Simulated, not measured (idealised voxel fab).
Title: Process Module voxel capacitor over wiring
cross-section cut | 165 nm wide | cells 5 nm
For the purposes of this document, a cross-section shall be understood as a grid of square cells, specified as bands listed in top-to-bottom order, each band consisting of one or more rows of cells.
Look at the band entry: it leads with the top's height and the bottom's height in nm. Then it lists the materials left to right, with a width in nm for each. The word "all across" on a single material says that material fills the band edge to edge. The word "empty" is empty space.
Note: height 0 marks the level under which the wafer is uniformly one material as received. Lowest band unbounded below, written "0 -> down".
With a width like "30..40", each row of cells in the band differs from the next by the same amount, the top row carrying the first number and the bottom row the second.
Reading "nothing altered" for a step: not a cell of the cross-section changed in it.
The list in "Closed internal voids" covers empty spaces of 8 cells or more that cannot reach the top through any open way, and it gives each as width x height at distance; the distance is from the left edge, and width, height and distance are in nm.
On each step's line, the part that comes after the settings is the simulator's own comment on the step.
overlay nm: mask offset rightward from planned place, masked step; negative means leftward offset.
Process steps foreseen in the plan
1: RECEIVE | material Si
2: CONFORMAL_DEP | material SiO2 | thk nm 15
3: CONFORMAL_DEP | material SiN | thk nm 5
4: DIRECTIONAL_DEP | material SiO2 | thk nm 25
5: PATTERN | tone open | mask id METAL_1 | material resist | width nm 20 | pitch nm 75 | thk nm 20 | overlay nm 0
6: DIRECTIONAL_ETCH | etch materials SiO2 | depth nm 25
7: DIRECTIONAL_ETCH | etch materials SiN | depth nm 5
8: STRIP | etch materials resist
9: CONFORMAL_DEP | material TiN | thk nm 5
10: FILL_DEP | material Ru | thk nm 5
11: CMP | height nm 45
12: EPI | material Ru | thk nm 5
13: FILL_DEP | material SiCN | thk nm 5
14: DIRECTIONAL_DEP | material SiO2 | thk nm 20
15: MASKED_ETCH | tone open | mask id PLUG_1 | width nm 15 | etch materials SiO2 | depth nm 20 | overlay nm 0
16: MASKED_ETCH | tone open | mask id PLUG_1 | width nm 15 | etch materials SiCN | depth nm 5 | overlay nm 0
17: EPI | material Ru | thk nm 10
18: EPI | material Ru | thk nm 10
19: EPI | material Ru | thk nm 5
20: DIRECTIONAL_DEP | material TiN | thk nm 5
21: DIRECTIONAL_DEP | material SiN | thk nm 5
22: DIRECTIONAL_DEP | material TiN | thk nm 5
23: DIRECTIONAL_DEP | material aC | thk nm 15
24: PATTERN | tone cover | mask id UPPER_PLATE | material resist | width nm 60 | thk nm 30 | overlay nm 0
25: DIRECTIONAL_ETCH | etch materials aC | depth nm 15
26: STRIP | etch materials resist
27: DIRECTIONAL_ETCH | etch materials TiN | depth nm 5
28: DIRECTIONAL_ETCH | etch materials SiN | depth nm 5
29: STRIP | etch materials aC
30: MASKED_ETCH | tone cover | mask id LOWER_PLATE | width nm 70 | etch materials TiN | depth nm 5 | overlay nm 0
31: FILL_DEP | material SiO2 | thk nm 20
32: CMP | height nm 105
33: DIRECTIONAL_DEP | material aC | thk nm 15
34: PATTERN | tone open | mask id PLUG_2 | material resist | width nm 15 | thk nm 35 | overlay nm 0
35: DIRECTIONAL_ETCH | etch materials aC | depth nm 15
36: STRIP | etch materials resist
37: DIRECTIONAL_ETCH | etch materials SiO2 | depth nm 15
38: STRIP | etch materials aC
39: CONFORMAL_DEP | material TiN | thk nm 5
40: FILL_DEP | material Ru | thk nm 5
41: CMP | height nm 105
42: CONFORMAL_DEP | material SiN | thk nm 5
What follows covers the first of two wafers; it ran as planned
Delivered wafer in cross-section: state after step 1
> 0 -> down: Si all across
> Closed internal voids: none
State of the wafer after step 2, shown in cross-section
> 15 -> 0: SiO2 all across
> Rest of section, below 0: as before.
State of the wafer after step 3, shown in cross-section
> 20 -> 15: SiN all across
> Rest of section, below 15: as before.
State of the wafer after step 4, shown in cross-section
> 45 -> 20: SiO2 all across
> Rest of section, below 20: as before.
State of the wafer after step 5, shown in cross-section
> 65 -> 45: 35 of resist, 20 of empty, 55 of resist, 20 of empty, 35 of resist
> Rest of section, below 45: as before.
State of the wafer after step 6, shown in cross-section
> 65 -> 45: 35 of resist, 20 of empty, 55 of resist, 20 of empty, 35 of resist
> 45 -> 20: 35 of SiO2, 20 of empty, 55 of SiO2, 20 of empty, 35 of SiO2
> Rest of section, below 20: as before.
State of the wafer after step 7, shown in cross-section
> 65 -> 45: 35 of resist, 20 of empty, 55 of resist, 20 of empty, 35 of resist
> 45 -> 20: 35 of SiO2, 20 of empty, 55 of SiO2, 20 of empty, 35 of SiO2
> 20 -> 15: 35 of SiN, 20 of empty, 55 of SiN, 20 of empty, 35 of SiN
> Rest of section, below 15: as before.
State of the wafer after step 8, shown in cross-section
> 45 -> 20: 35 of SiO2, 20 of empty, 55 of SiO2, 20 of empty, 35 of SiO2
> Rest of section, below 20: as before.
State of the wafer after step 9, shown in cross-section
> 50 -> 45: 40 of TiN, 10 of empty, 65 of TiN, 10 of empty, 40 of TiN
> 45 -> 20: 35 of SiO2, 5 of TiN, 10 of empty, 5 of TiN, 55 of SiO2, 5 of TiN, 10 of empty, 5 of TiN, 35 of SiO2
> 20 -> 15: 35 of SiN, 20 of TiN, 55 of SiN, 20 of TiN, 35 of SiN
> Rest of section, below 15: as before.
State of the wafer after step 10, shown in cross-section
> 55 -> 50: Ru all across
> 50 -> 45: 40 of TiN, 10 of Ru, 65 of TiN, 10 of Ru, 40 of TiN
> 45 -> 20: 35 of SiO2, 5 of TiN, 10 of Ru, 5 of TiN, 55 of SiO2, 5 of TiN, 10 of Ru, 5 of TiN, 35 of SiO2
> Rest of section, below 20: as before.
State of the wafer after step 11, shown in cross-section
> 45 -> 20: 35 of SiO2, 5 of TiN, 10 of Ru, 5 of TiN, 55 of SiO2, 5 of TiN, 10 of Ru, 5 of TiN, 35 of SiO2
> Rest of section, below 20: as before.
State of the wafer after step 12, shown in cross-section
> 50 -> 45: 30 of empty, 30 of Ru, 45 of empty, 30 of Ru, 30 of empty
> Rest of section, below 45: as before.
State of the wafer after step 13, shown in cross-section
> 55 -> 50: SiCN all across
> 50 -> 45: 30 of SiCN, 30 of Ru, 45 of SiCN, 30 of Ru, 30 of SiCN
> Rest of section, below 45: as before.
State of the wafer after step 14, shown in cross-section
> 75 -> 55: SiO2 all across
> Rest of section, below 55: as before.
State of the wafer after step 15, shown in cross-section
> 75 -> 55: 40 of SiO2, 15 of empty, 110 of SiO2
> Rest of section, below 55: as before.
State of the wafer after step 16, shown in cross-section
> 75 -> 55: 40 of SiO2, 15 of empty, 110 of SiO2
> 55 -> 50: 40 of SiCN, 15 of empty, 110 of SiCN
> Rest of section, below 50: as before.
State of the wafer after step 17, shown in cross-section
> 75 -> 60: 40 of SiO2, 15 of empty, 110 of SiO2
> 60 -> 55: 40 of SiO2, 15 of Ru, 110 of SiO2
> 55 -> 50: 40 of SiCN, 15 of Ru, 110 of SiCN
> Rest of section, below 50: as before.
State of the wafer after step 18, shown in cross-section
> 75 -> 70: 40 of SiO2, 15 of empty, 110 of SiO2
> 70 -> 55: 40 of SiO2, 15 of Ru, 110 of SiO2
> Rest of section, below 55: as before.
State of the wafer after step 19, shown in cross-section
> 75 -> 55: 40 of SiO2, 15 of Ru, 110 of SiO2
> Rest of section, below 55: as before.
State of the wafer after step 20, shown in cross-section
> 80 -> 75: TiN all across
> Rest of section, below 75: as before.
State of the wafer after step 21, shown in cross-section
> 85 -> 80: SiN all across
> Rest of section, below 80: as before.
State of the wafer after step 22, shown in cross-section
> 90 -> 85: TiN all across
> Rest of section, below 85: as before.
State of the wafer after step 23, shown in cross-section
> 105 -> 90: aC all across
> Rest of section, below 90: as before.
State of the wafer after step 24, shown in cross-section
> 135 -> 105: 40 of empty, 60 of resist, 65 of empty
> Rest of section, below 105: as before.
State of the wafer after step 25, shown in cross-section
> 120 -> 105: 40 of empty, 60 of resist, 65 of empty
> 105 -> 90: 40 of empty, 60 of aC, 65 of empty
> Rest of section, below 90: as before.
State of the wafer after step 26, shown in cross-section
> 105 -> 90: 40 of empty, 60 of aC, 65 of empty
> Rest of section, below 90: as before.
State of the wafer after step 27, shown in cross-section
> 105 -> 90: 40 of empty, 60 of aC, 65 of empty
> 90 -> 85: 40 of empty, 60 of TiN, 65 of empty
> Rest of section, below 85: as before.
State of the wafer after step 28, shown in cross-section
> 105 -> 90: 40 of empty, 60 of aC, 65 of empty
> 90 -> 85: 40 of empty, 60 of TiN, 65 of empty
> 85 -> 80: 40 of empty, 60 of SiN, 65 of empty
> Rest of section, below 80: as before.
State of the wafer after step 29, shown in cross-section
> 90 -> 85: 40 of empty, 60 of TiN, 65 of empty
> Rest of section, below 85: as before.
State of the wafer after step 30, shown in cross-section
> 90 -> 85: 40 of empty, 60 of TiN, 65 of empty
> 85 -> 80: 40 of empty, 60 of SiN, 65 of empty
> 80 -> 75: 35 of empty, 70 of TiN, 60 of empty
> Rest of section, below 75: as before.
State of the wafer after step 31, shown in cross-section
> 110 -> 90: SiO2 all across
> 90 -> 85: 40 of SiO2, 60 of TiN, 65 of SiO2
> 85 -> 80: 40 of SiO2, 60 of SiN, 65 of SiO2
> 80 -> 75: 35 of SiO2, 70 of TiN, 60 of SiO2
> Rest of section, below 75: as before.
State of the wafer after step 32, shown in cross-section
> 105 -> 90: SiO2 all across
> Rest of section, below 90: as before.
State of the wafer after step 33, shown in cross-section
> 120 -> 105: aC all across
> Rest of section, below 105: as before.
State of the wafer after step 34, shown in cross-section
> 155 -> 120: 50 of resist, 15 of empty, 100 of resist
> Rest of section, below 120: as before.
State of the wafer after step 35, shown in cross-section
> 140 -> 120: 50 of resist, 15 of empty, 100 of resist
> 120 -> 105: 50 of aC, 15 of empty, 100 of aC
> Rest of section, below 105: as before.
State of the wafer after step 36, shown in cross-section
> 120 -> 105: 50 of aC, 15 of empty, 100 of aC
> Rest of section, below 105: as before.
State of the wafer after step 37, shown in cross-section
> 120 -> 105: 50 of aC, 15 of empty, 100 of aC
> 105 -> 90: 50 of SiO2, 15 of empty, 100 of SiO2
> Rest of section, below 90: as before.
State of the wafer after step 38, shown in cross-section
> 105 -> 90: 50 of SiO2, 15 of empty, 100 of SiO2
> Rest of section, below 90: as before.
State of the wafer after step 39, shown in cross-section
> 110 -> 105: 55 of TiN, 5 of empty, 105 of TiN
> 105 -> 95: 50 of SiO2, 5 of TiN, 5 of empty, 5 of TiN, 100 of SiO2
> 95 -> 85: 50..40 of SiO2, 15..60 of TiN, 100..65 of SiO2
> Rest of section, below 85: as before.
State of the wafer after step 40, shown in cross-section
> 115 -> 110: Ru all across
> 110 -> 105: 55 of TiN, 5 of Ru, 105 of TiN
> 105 -> 95: 50 of SiO2, 5 of TiN, 5 of Ru, 5 of TiN, 100 of SiO2
> Rest of section, below 95: as before.
State of the wafer after step 41, shown in cross-section
> 105 -> 95: 50 of SiO2, 5 of TiN, 5 of Ru, 5 of TiN, 100 of SiO2
> Rest of section, below 95: as before.
State of the wafer after step 42, shown in cross-section
> 110 -> 105: SiN all across
> Rest of section, below 105: as before.
Second wafer, same starting conditions and recipe as the first, one mistake in executing it, nothing differs from the first up to and including step 16
X-section, second wafer, when step 18 was due to finish
> 80 -> 75: 35 of empty, 25 of Ru, 105 of empty
> 75 -> 55: 40 of SiO2, 15 of Ru, 110 of SiO2
> 55 -> 50: 40 of SiCN, 15 of Ru, 110 of SiCN
> Rest of section, below 50: as before.
X-section, second wafer, when step 19 was due to finish
> 85 -> 75: 30 of empty, 35 of Ru, 100 of empty
> Rest of section, below 75: as before.
X-section, second wafer, when step 20 was due to finish
> 90 -> 85: 30 of empty, 35 of TiN, 100 of empty
> 85 -> 80: 30 of empty, 35 of Ru, 100 of empty
> 80 -> 75: 30 of TiN, 35 of Ru, 100 of TiN
> Rest of section, below 75: as before.
X-section, second wafer, when step 21 was due to finish
> 95 -> 90: 30 of empty, 35 of SiN, 100 of empty
> 90 -> 85: 30 of empty, 35 of TiN, 100 of empty
> 85 -> 80: 30 of SiN, 35 of Ru, 100 of SiN
> Rest of section, below 80: as before.
X-section, second wafer, when step 22 was due to finish
> 100 -> 95: 30 of empty, 35 of TiN, 100 of empty
> 95 -> 90: 30 of empty, 35 of SiN, 100 of empty
> 90 -> 85: TiN all across
> Rest of section, below 85: as before.
X-section, second wafer, when step 23 was due to finish
> 115 -> 105: 30 of empty, 35 of aC, 100 of empty
> 105 -> 100: aC all across
> 100 -> 95: 30 of aC, 35 of TiN, 100 of aC
> 95 -> 90: 30 of aC, 35 of SiN, 100 of aC
> Rest of section, below 90: as before.
X-section, second wafer, when step 24 was due to finish
> 145 -> 115: 40 of empty, 60 of resist, 65 of empty
> 115 -> 105: 30 of empty, 35 of aC, 35 of resist, 65 of empty
> Rest of section, below 105: as before.
X-section, second wafer, when step 25 was due to finish
> 130 -> 115: 40 of empty, 60 of resist, 65 of empty
> 115 -> 105: 40 of empty, 25 of aC, 35 of resist, 65 of empty
> 105 -> 100: 40 of empty, 60 of aC, 65 of empty
> 100 -> 95: 30 of empty, 35 of TiN, 35 of aC, 65 of empty
> 95 -> 90: 30 of empty, 35 of SiN, 35 of aC, 65 of empty
> Rest of section, below 90: as before.
X-section, second wafer, when step 26 was due to finish
> 115 -> 105: 40 of empty, 25 of aC, 100 of empty
> Rest of section, below 105: as before.
X-section, second wafer, when step 27 was due to finish
> 115 -> 105: 40 of empty, 25 of aC, 100 of empty
> 105 -> 100: 40 of empty, 60 of aC, 65 of empty
> 100 -> 95: 40 of empty, 25 of TiN, 35 of aC, 65 of empty
> 95 -> 90: 30 of empty, 35 of SiN, 35 of aC, 65 of empty
> 90 -> 85: 30 of empty, 70 of TiN, 65 of empty
> Rest of section, below 85: as before.
X-section, second wafer, when step 28 was due to finish
> 115 -> 105: 40 of empty, 25 of aC, 100 of empty
> 105 -> 100: 40 of empty, 60 of aC, 65 of empty
> 100 -> 95: 40 of empty, 25 of TiN, 35 of aC, 65 of empty
> 95 -> 90: 40 of empty, 25 of SiN, 35 of aC, 65 of empty
> 90 -> 85: 30 of empty, 70 of TiN, 65 of empty
> 85 -> 80: 30 of empty, 35 of Ru, 35 of SiN, 65 of empty
> Rest of section, below 80: as before.
X-section, second wafer, when step 29 was due to finish
> 100 -> 95: 40 of empty, 25 of TiN, 100 of empty
> 95 -> 90: 40 of empty, 25 of SiN, 100 of empty
> Rest of section, below 90: as before.
X-section, second wafer, when step 30 was due to finish
> 100 -> 95: 40 of empty, 25 of TiN, 100 of empty
> 95 -> 90: 40 of empty, 25 of SiN, 100 of empty
> 90 -> 85: 35 of empty, 65 of TiN, 65 of empty
> 85 -> 80: 30 of empty, 35 of Ru, 35 of SiN, 65 of empty
> 80 -> 75: 30 of empty, 35 of Ru, 40 of TiN, 60 of empty
> Rest of section, below 75: as before.
X-section, second wafer, when step 31 was due to finish
> 120 -> 100: SiO2 all across
> 100 -> 95: 40 of SiO2, 25 of TiN, 100 of SiO2
> 95 -> 90: 40 of SiO2, 25 of SiN, 100 of SiO2
> 90 -> 85: 35 of SiO2, 65 of TiN, 65 of SiO2
> 85 -> 80: 30 of SiO2, 35 of Ru, 35 of SiN, 65 of SiO2
> 80 -> 75: 30 of SiO2, 35 of Ru, 40 of TiN, 60 of SiO2
> Rest of section, below 75: as before.
X-section, second wafer, when step 32 was due to finish
> 105 -> 100: SiO2 all across
> Rest of section, below 100: as before.
X-section, second wafer, when step 33 was due to finish
> 120 -> 105: aC all across
> Rest of section, below 105: as before.
X-section, second wafer, when step 34 was due to finish
> 155 -> 120: 50 of resist, 15 of empty, 100 of resist
> Rest of section, below 120: as before.
X-section, second wafer, when step 35 was due to finish
> 140 -> 120: 50 of resist, 15 of empty, 100 of resist
> 120 -> 105: 50 of aC, 15 of empty, 100 of aC
> Rest of section, below 105: as before.
X-section, second wafer, when step 36 was due to finish
> 120 -> 105: 50 of aC, 15 of empty, 100 of aC
> Rest of section, below 105: as before.
X-section, second wafer, when step 37 was due to finish
> 120 -> 105: 50 of aC, 15 of empty, 100 of aC
> 105 -> 100: 50 of SiO2, 15 of empty, 100 of SiO2
> Rest of section, below 100: as before.
X-section, second wafer, when step 38 was due to finish
> 105 -> 100: 50 of SiO2, 15 of empty, 100 of SiO2
> Rest of section, below 100: as before.
X-section, second wafer, when step 39 was due to finish
> 110 -> 105: 55 of TiN, 5 of empty, 105 of TiN
> 105 -> 95: 50..40 of SiO2, 15..25 of TiN, 100 of SiO2
> Rest of section, below 95: as before.
X-section, second wafer, when step 40 was due to finish
> 115 -> 110: Ru all across
> 110 -> 105: 55 of TiN, 5 of Ru, 105 of TiN
> Rest of section, below 105: as before.
X-section, second wafer, when step 41 was due to finish
> 105 -> 95: 50..40 of SiO2, 15..25 of TiN, 100 of SiO2
> Rest of section, below 95: as before.
X-section, second wafer, when step 42 was due to finish
> 110 -> 105: SiN all across
> Rest of section, below 105: as before.
what went wrong: an unidentifiable one of the identical steps 17 and 18 was run twice
Final wafer comparison in cells, second versus first, more or fewer per material: +12 Ru; -8 SiO2; -4 TiN
